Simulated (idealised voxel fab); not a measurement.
This is a process module. Its name is voxel self aligned contacts.
FYI the section here is cut, 215 nm wide, cells are 5 nm squares.
Throughout this document, each cross-section is represented as a grid of square cells and is presented as a sequence of bands enumerated from the top downward, where a band comprises one or more rows of cells.
Band: top height; bottom height; in nm. Then, left to right: material with width in nm, for each material. "full width": a single material spanning edge to edge. "air": empty space.
Measure heights from 0. That's the level where, below it, the as-received wafer is all one material. The lowest band is bottomless and extends downward; write it as in "from 0 down".
When a width is written as two numbers, as in "30..40", the first number is the width in the top row of cells of the band and the second is the width in its bottom row, and the width changes by the same amount from each row to the next.
For the purposes of this document, the phrase "left unchanged" attached to a step denotes that no cell within the cross-section was modified by that step.
In "Completely sealed voids" the enclosed voids are listed, meaning empty spaces of 8 cells or larger without any opening to the top. The form is width x height at distance, distance from the left edge, units nm.
If you see something after the settings on a step's line, that's the simulator's own remark about that step.
If you see "overlay nm" on a step's line and that step has a mask, it's telling you how far right of where it was planned the mask ended up; a negative number means it went left instead.

PROCESS STEPS FORESEEN IN THE PLAN
- 1: RECEIVE (material Si)
- 2: CONFORMAL_DEP (material SiO2; thk nm 5)
- 3: DIRECTIONAL_DEP (material polySi; thk nm 20)
- 4: DIRECTIONAL_DEP (material SiN; thk nm 25)
- 5: MASKED_ETCH (tone cover; mask id GATE; width nm 25; pitch nm 60; etch materials SiN; depth nm 25; overlay nm 0)
- 6: MASKED_ETCH (tone cover; mask id GATE; width nm 25; pitch nm 60; etch materials polySi; depth nm 20; overlay nm 0)
- 7: CONFORMAL_DEP (material SiN; thk nm 10)
- 8: DIRECTIONAL_ETCH (etch materials SiN; depth nm 10)
- 9: FILL_DEP (material SiO2; thk nm 10)
- 10: CMP (height nm 55)
- 11: DIRECTIONAL_DEP (material aC; thk nm 10)
- 12: PATTERN (tone open; mask id CONTACT; material resist; width nm 45; thk nm 30; overlay nm 0)
- 13: DIRECTIONAL_ETCH (etch materials aC; depth nm 10)
- 14: STRIP (etch materials resist)
- 15: DIRECTIONAL_ETCH (etch materials SiO2; depth nm 55)
- 16: STRIP (etch materials aC)
- 17: CONFORMAL_DEP (material TiN; thk nm 5)
- 18: FILL_DEP (material Ru; thk nm 5)
- 19: CMP (height nm 55)
- 20: CONFORMAL_DEP (material SiCN; thk nm 5)

FIRST OF THE TWO WAFERS, RUN PER PLAN

CROSS-SECTION, INCOMING MATERIAL, AFTER STEP 1
from 0 down | Si full width
Completely sealed voids: none

CROSS-SECTION THROUGH THE WAFER, STEP 2 FINISHED
from 5 to 0 | SiO2 full width
Note: structure below 0 unchanged.

CROSS-SECTION THROUGH THE WAFER, STEP 3 FINISHED
from 25 to 5 | polySi full width
Note: structure below 5 unchanged.

CROSS-SECTION THROUGH THE WAFER, STEP 4 FINISHED
from 50 to 25 | SiN full width
Note: structure below 25 unchanged.

CROSS-SECTION THROUGH THE WAFER, STEP 5 FINISHED
from 50 to 25 | 65 of air, 25 of SiN, 35 of air, 25 of SiN, 65 of air
Note: structure below 25 unchanged.

CROSS-SECTION THROUGH THE WAFER, STEP 6 FINISHED
from 50 to 25 | 65 of air, 25 of SiN, 35 of air, 25 of SiN, 65 of air
from 25 to 5 | 65 of air, 25 of polySi, 35 of air, 25 of polySi, 65 of air
Note: structure below 5 unchanged.

CROSS-SECTION THROUGH THE WAFER, STEP 7 FINISHED
from 60 to 25 | 55 of air, 45 of SiN, 15 of air, 45 of SiN, 55 of air
from 25 to 15 | 55 of air, 10 of SiN, 25 of polySi, 10 of SiN, 15 of air, 10 of SiN, 25 of polySi, 10 of SiN, 55 of air
from 15 to 5 | 65 of SiN, 25 of polySi, 35 of SiN, 25 of polySi, 65 of SiN
Note: structure below 5 unchanged.

CROSS-SECTION THROUGH THE WAFER, STEP 8 FINISHED
from 50 to 25 | 55 of air, 45 of SiN, 15 of air, 45 of SiN, 55 of air
from 25 to 5 | 55 of air, 10 of SiN, 25 of polySi, 10 of SiN, 15 of air, 10 of SiN, 25 of polySi, 10 of SiN, 55 of air
Note: structure below 5 unchanged.

CROSS-SECTION THROUGH THE WAFER, STEP 9 FINISHED
from 60 to 50 | SiO2 full width
from 50 to 25 | 55 of SiO2, 45 of SiN, 15 of SiO2, 45 of SiN, 55 of SiO2
from 25 to 5 | 55 of SiO2, 10 of SiN, 25 of polySi, 10 of SiN, 15 of SiO2, 10 of SiN, 25 of polySi, 10 of SiN, 55 of SiO2
Note: structure below 5 unchanged.

CROSS-SECTION THROUGH THE WAFER, STEP 10 FINISHED
from 55 to 50 | SiO2 full width
Note: structure below 50 unchanged.

CROSS-SECTION THROUGH THE WAFER, STEP 11 FINISHED
from 65 to 55 | aC full width
Note: structure below 55 unchanged.

CROSS-SECTION THROUGH THE WAFER, STEP 12 FINISHED
from 95 to 65 | 85 of resist, 45 of air, 85 of resist
Note: structure below 65 unchanged.

CROSS-SECTION THROUGH THE WAFER, STEP 13 FINISHED
from 85 to 65 | 85 of resist, 45 of air, 85 of resist
from 65 to 55 | 85 of aC, 45 of air, 85 of aC
Note: structure below 55 unchanged.

CROSS-SECTION THROUGH THE WAFER, STEP 14 FINISHED
from 65 to 55 | 85 of aC, 45 of air, 85 of aC
Note: structure below 55 unchanged.

CROSS-SECTION THROUGH THE WAFER, STEP 15 FINISHED
from 65 to 55 | 85 of aC, 45 of air, 85 of aC
from 55 to 50 | 85 of SiO2, 45 of air, 85 of SiO2
from 50 to 25 | 55 of SiO2, 45 of SiN, 15 of air, 45 of SiN, 55 of SiO2
from 25 to 5 | 55 of SiO2, 10 of SiN, 25 of polySi, 10 of SiN, 15 of air, 10 of SiN, 25 of polySi, 10 of SiN, 55 of SiO2
from 5 to 0 | 100 of SiO2, 15 of air, 100 of SiO2
Note: structure below 0 unchanged.

CROSS-SECTION THROUGH THE WAFER, STEP 16 FINISHED
from 55 to 50 | 85 of SiO2, 45 of air, 85 of SiO2
Note: structure below 50 unchanged.

CROSS-SECTION THROUGH THE WAFER, STEP 17 FINISHED
from 60 to 55 | 90 of TiN, 35 of air, 90 of TiN
from 55 to 50 | 85 of SiO2, 20 of TiN, 5 of air, 20 of TiN, 85 of SiO2
from 50 to 25 | 55 of SiO2, 45 of SiN, 5 of TiN, 5 of air, 5 of TiN, 45 of SiN, 55 of SiO2
from 25 to 5 | 55 of SiO2, 10 of SiN, 25 of polySi, 10 of SiN, 5 of TiN, 5 of air, 5 of TiN, 10 of SiN, 25 of polySi, 10 of SiN, 55 of SiO2
from 5 to 0 | 100 of SiO2, 15 of TiN, 100 of SiO2
Note: structure below 0 unchanged.

CROSS-SECTION THROUGH THE WAFER, STEP 18 FINISHED
from 65 to 60 | Ru full width
from 60 to 55 | 90 of TiN, 35 of Ru, 90 of TiN
from 55 to 50 | 85 of SiO2, 20 of TiN, 5 of Ru, 20 of TiN, 85 of SiO2
from 50 to 25 | 55 of SiO2, 45 of SiN, 5 of TiN, 5 of Ru, 5 of TiN, 45 of SiN, 55 of SiO2
from 25 to 5 | 55 of SiO2, 10 of SiN, 25 of polySi, 10 of SiN, 5 of TiN, 5 of Ru, 5 of TiN, 10 of SiN, 25 of polySi, 10 of SiN, 55 of SiO2
Note: structure below 5 unchanged.

CROSS-SECTION THROUGH THE WAFER, STEP 19 FINISHED
from 55 to 50 | 85 of SiO2, 20 of TiN, 5 of Ru, 20 of TiN, 85 of SiO2
Note: structure below 50 unchanged.

CROSS-SECTION THROUGH THE WAFER, STEP 20 FINISHED
from 60 to 55 | SiCN full width
Note: structure below 55 unchanged.

WAFER TWO OF THE PAIR: SAME ORIGIN, SAME PLAN, ONE ERROR DURING THE RUN; IDENTICAL TO WAFER ONE UP TO AND INCLUDING STEP 3

CROSS-SECTION OF THE SECOND WAFER AT THE TIME BY WHICH STEP 4 SHOULD HAVE BEEN COMPLETED ACCORDING TO THE PLAN
from 75 to 25 | SiN full width
Note: structure below 25 unchanged.

CROSS-SECTION OF THE SECOND WAFER AT THE TIME BY WHICH STEP 5 SHOULD HAVE BEEN COMPLETED ACCORDING TO THE PLAN
from 75 to 50 | 65 of air, 25 of SiN, 35 of air, 25 of SiN, 65 of air
Note: structure below 50 unchanged.

Cross-section of the second wafer at the time by which step 6 should have been completed according to the plan: left unchanged

CROSS-SECTION OF THE SECOND WAFER AT THE TIME BY WHICH STEP 7 SHOULD HAVE BEEN COMPLETED ACCORDING TO THE PLAN
from 85 to 60 | 55 of air, 45 of SiN, 15 of air, 45 of SiN, 55 of air
from 60 to 25 | SiN full width
Note: structure below 25 unchanged.

CROSS-SECTION OF THE SECOND WAFER AT THE TIME BY WHICH STEP 8 SHOULD HAVE BEEN COMPLETED ACCORDING TO THE PLAN
from 75 to 50 | 55 of air, 45 of SiN, 15 of air, 45 of SiN, 55 of air
Note: structure below 50 unchanged.

CROSS-SECTION OF THE SECOND WAFER AT THE TIME BY WHICH STEP 9 SHOULD HAVE BEEN COMPLETED ACCORDING TO THE PLAN
from 85 to 75 | SiO2 full width
from 75 to 50 | 55 of SiO2, 45 of SiN, 15 of SiO2, 45 of SiN, 55 of SiO2
Note: structure below 50 unchanged.

CROSS-SECTION OF THE SECOND WAFER AT THE TIME BY WHICH STEP 10 SHOULD HAVE BEEN COMPLETED ACCORDING TO THE PLAN
from 55 to 50 | 55 of SiO2, 45 of SiN, 15 of SiO2, 45 of SiN, 55 of SiO2
Note: structure below 50 unchanged.

CROSS-SECTION OF THE SECOND WAFER AT THE TIME BY WHICH STEP 11 SHOULD HAVE BEEN COMPLETED ACCORDING TO THE PLAN
from 65 to 55 | aC full width
Note: structure below 55 unchanged.

CROSS-SECTION OF THE SECOND WAFER AT THE TIME BY WHICH STEP 12 SHOULD HAVE BEEN COMPLETED ACCORDING TO THE PLAN
from 95 to 65 | 85 of resist, 45 of air, 85 of resist
Note: structure below 65 unchanged.

CROSS-SECTION OF THE SECOND WAFER AT THE TIME BY WHICH STEP 13 SHOULD HAVE BEEN COMPLETED ACCORDING TO THE PLAN
from 85 to 65 | 85 of resist, 45 of air, 85 of resist
from 65 to 55 | 85 of aC, 45 of air, 85 of aC
Note: structure below 55 unchanged.

CROSS-SECTION OF THE SECOND WAFER AT THE TIME BY WHICH STEP 14 SHOULD HAVE BEEN COMPLETED ACCORDING TO THE PLAN
from 65 to 55 | 85 of aC, 45 of air, 85 of aC
Note: structure below 55 unchanged.

CROSS-SECTION OF THE SECOND WAFER AT THE TIME BY WHICH STEP 15 SHOULD HAVE BEEN COMPLETED ACCORDING TO THE PLAN
from 65 to 55 | 85 of aC, 45 of air, 85 of aC
from 55 to 50 | 55 of SiO2, 45 of SiN, 15 of air, 45 of SiN, 55 of SiO2
Note: structure below 50 unchanged.

CROSS-SECTION OF THE SECOND WAFER AT THE TIME BY WHICH STEP 16 SHOULD HAVE BEEN COMPLETED ACCORDING TO THE PLAN
from 55 to 50 | 55 of SiO2, 45 of SiN, 15 of air, 45 of SiN, 55 of SiO2
Note: structure below 50 unchanged.

CROSS-SECTION OF THE SECOND WAFER AT THE TIME BY WHICH STEP 17 SHOULD HAVE BEEN COMPLETED ACCORDING TO THE PLAN
from 60 to 55 | 105 of TiN, 5 of air, 105 of TiN
from 55 to 50 | 55 of SiO2, 45 of SiN, 15 of TiN, 45 of SiN, 55 of SiO2
Note: structure below 50 unchanged.

CROSS-SECTION OF THE SECOND WAFER AT THE TIME BY WHICH STEP 18 SHOULD HAVE BEEN COMPLETED ACCORDING TO THE PLAN
from 65 to 60 | Ru full width
from 60 to 55 | 105 of TiN, 5 of Ru, 105 of TiN
Note: structure below 55 unchanged.

CROSS-SECTION OF THE SECOND WAFER AT THE TIME BY WHICH STEP 19 SHOULD HAVE BEEN COMPLETED ACCORDING TO THE PLAN
from 55 to 50 | 55 of SiO2, 45 of SiN, 15 of TiN, 45 of SiN, 55 of SiO2
Note: structure below 50 unchanged.

CROSS-SECTION OF THE SECOND WAFER AT THE TIME BY WHICH STEP 20 SHOULD HAVE BEEN COMPLETED ACCORDING TO THE PLAN
from 60 to 55 | SiCN full width
Note: structure below 55 unchanged.
Run error: in the plan, step 4 was performed twice
FYI, end of process, the second wafer has more or fewer cells of some materials than the first: -10 Ru; +111 SiN; -207 SiO2; -26 TiN; +132 polySi
